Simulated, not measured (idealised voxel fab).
process module | voxel fin reveal
cross-section cut | 160 nm wide | cells 5 nm
A cross-section is a grid of square cells, given in bands from the top down. A band is one or more rows of cells.
Each band's line starts with the height of the band's top and of its bottom, in nm. Then come its materials from left to right, each with its width in nm. One material with "throughout" fills the band from edge to edge. "air" is empty space.
Height 0 is the level under which the wafer as received is all one material. The lowest band goes on downwards, as in "0 down".
A width such as "30 to 40" changes by the same amount from each row of cells to the next, from the band's top row to its bottom row.
"no change" after a step means that no cell of the cross-section changed.
closed voids: empty space of 8 cells or more with no open way to the top, each as width x height at its distance from the left edge, in nm
after a step's settings: what the simulator itself notes on the step
overlay nm, on a step with a mask: how far to the right of its planned place the mask lay; to the left if negative
plan
1 op RECEIVE | material Si
2 op CONFORMAL_DEP | material SiN | thk nm 5
3 op MASKED_ETCH | tone cover | mask id FINS | width nm 15 | pitch nm 45 | etch materials SiN | depth nm 5 | overlay nm 0
4 op MASKED_ETCH | tone cover | mask id FINS | width nm 15 | pitch nm 45 | etch materials Si | depth nm 30 | overlay nm 0
5 op OXIDIZE | depth nm 5
6 op FILL_DEP | material SiO2 | thk nm 10
7 op CMP | height nm 5
8 op SELECTIVE_ETCH | etch materials SiO2 | depth nm 25
9 op STRIP | etch materials SiN
10 op CONFORMAL_DEP | material SiO2 | thk nm 5
as received, after step 1
  0 down: Si throughout
  closed voids: none
a wafer at the end: this start, this plan, one mistake
  5 to 0: air 50 | SiO2 15 | air 30 | SiO2 15 | air 50
  0 to -15: air 50 | SiO2 5 | Si 5 | SiO2 5 | air 30 | SiO2 5 | Si 5 | SiO2 5 | air 50
  -15 to -20: SiO2 30 | air 20 | SiO2 5 | Si 5 | SiO2 5 | air 30 | SiO2 5 | Si 5 | SiO2 5 | air 20 | SiO2 30
  -20 to -35: SiO2 55 | Si 5 | SiO2 40 | Si 5 | SiO2 55
  -35 down: Si throughout
  closed voids: none
what went wrong: steps 8 and 9 were swapped
